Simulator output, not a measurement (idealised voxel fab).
Process module name: voxel spacer lines
cross-section cut | 155 nm wide | cells 5 nm
A cross-section in this document is a grid of square cells, and it is written down as bands, the top band listed before the ones below it; a band is made up of one or more rows of cells.
Heads up on the band format: heights come first, top then bottom, in nm. After that it's the materials left to right, each with its width in nm. A single material flagged "throughout" fills the whole band edge to edge, and "empty" means there's empty space there.
Heights are expressed relative to 0, this being the level below which the as-received wafer comprises one material exclusively. The lowest band is unbounded in the downward direction and is denoted as in "0 down".
Width "30 to 40": first value at the band's top row of cells, second value at its bottom row, equal change from row to row.
When a step is marked "no modification", none of the cells in the cross-section changed during that step.
In "Enclosed internal cavities" the enclosed voids are listed, meaning empty spaces of 8 cells or larger without any opening to the top. The form is width x height at distance, distance from the left edge, units nm.
On a step's line, text after the settings is the simulator commenting on that step.
overlay nm: for a step with a mask, the amount by which the mask lay right of where it was planned; a negative amount means left of it.

### So here's the lineup of process steps we planned
1: RECEIVE (material Si)
2: CONFORMAL_DEP (material Al2O3; thk nm 5)
3: DIRECTIONAL_DEP (material SiN; thk nm 10)
4: DIRECTIONAL_DEP (material polySi; thk nm 20)
5: PATTERN (tone cover; mask id MANDREL; material resist; width nm 25; pitch nm 70; thk nm 25; overlay nm 0)
6: DIRECTIONAL_ETCH (etch materials polySi; depth nm 20)
7: STRIP (etch materials resist)
8: CONFORMAL_DEP (material SiO2; thk nm 10)
9: DIRECTIONAL_ETCH (etch materials SiO2; depth nm 10)
10: STRIP (etch materials polySi)
11: DIRECTIONAL_ETCH (etch materials SiN; depth nm 10)
12: STRIP (etch materials SiO2)

### Incoming wafer in cross-section (state: after step 1)
0 down: Si throughout
Enclosed internal cavities: none

### first wafer at the end, as planned
15 to 5: empty=20 / SiN=10 / empty=25 / SiN=10 / empty=25 / SiN=10 / empty=25 / SiN=10 / empty=20
5 to 0: Al2O3 throughout
0 down: Si throughout
Enclosed internal cavities: none

### Here's the second of our two wafers sectioned at module end. Same start as the first, same plan, but one mistake got made running it
15 to 5: empty=30 / SiN=10 / empty=25 / SiN=10 / empty=25 / SiN=10 / empty=25 / SiN=10 / empty=10
5 to 0: Al2O3 throughout
0 down: Si throughout
Enclosed internal cavities: none
Misprocessing identified: planned and actual differ for step 5; actual: PATTERN (tone cover; mask id MANDREL; material resist; width nm 25; pitch nm 70; thk nm 25; overlay nm 10)
So at the finish, the second wafer's got exactly as many cells of each material as the first, just not in the same spots.
